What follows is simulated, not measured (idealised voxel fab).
Process module, titled voxel double patterning
It is cross-section cut that appears here, measuring 265 nm in width, its square cells being 5 nm in size.
In this document a cross-section is written as a grid of square cells. It is given as a series of bands, listed from the top down, and a band is one or more rows of cells.
Band: top and bottom heights (nm) first, top before bottom; then materials from left to right, widths in nm. "throughout" marks a sole material filling the band edge to edge. "air" denotes empty space.
Below 0: as-received wafer, all one material; heights counted from there. Lowest band: no bottom, goes on down, written "z 0 and below".
The width entry "30 to 40" should be interpreted row by row: the top row of cells in the band takes the first number, the bottom row takes the second number, and the change between adjacent rows is uniform throughout.
Where a step carries "remained unchanged", the cross-section came out of it unchanged, cell for cell.
The list in "Closed internal voids" covers empty spaces of 8 cells or more that cannot reach the top through any open way, and it gives each as width x height at distance; the distance is from the left edge, and width, height and distance are in nm.
It should be noted that, on the line of a given step, the content following the step's settings is a remark produced by the simulator itself with respect to that step.
Among the settings permitted on a step's line is "overlay nm"; applied to a step with a mask, it specifies the extent to which the mask lay to the right of its planned position, whereas a negative figure signifies a position to the left.

These are the steps we planned for the process
1: RECEIVE | material Si
2: CONFORMAL_DEP | material SiO2 | thk nm 5
3: DIRECTIONAL_DEP | material W | thk nm 15
4: DIRECTIONAL_DEP | material SiCN | thk nm 10
5: PATTERN | tone open | mask id FIRST | material resist | width nm 15 | pitch nm 50 | thk nm 20 | overlay nm 0
6: DIRECTIONAL_ETCH | etch materials SiCN | depth nm 10
7: STRIP | etch materials resist
8: MASKED_ETCH | tone open | mask id SECOND | width nm 15 | pitch nm 50 | etch materials SiCN | depth nm 10 | overlay nm 0
9: DIRECTIONAL_ETCH | etch materials W | depth nm 15
10: STRIP | etch materials SiCN

As-received state of the wafer in cross-section, equivalent to post-step 1
z 0 and below | Si throughout
Closed internal voids: none

Post-module cross-section: identical start and plan to those above, one misstep in execution
z 20 to 5 | 75 nm W, 20 nm air, 5 nm W, 15 nm air, 10 nm W, 20 nm air, 5 nm W, 15 nm air, 10 nm W, 20 nm air, 70 nm W
z 5 to 0 | SiO2 throughout
z 0 and below | Si throughout
Closed internal voids: none
It is concluded that the wafer was processed incorrectly with respect to the plan, in that step 5 did not happen as planned, as run it was PATTERN | tone open | mask id FIRST | material resist | width nm 20 | pitch nm 50 | thk nm 20 | overlay nm 0
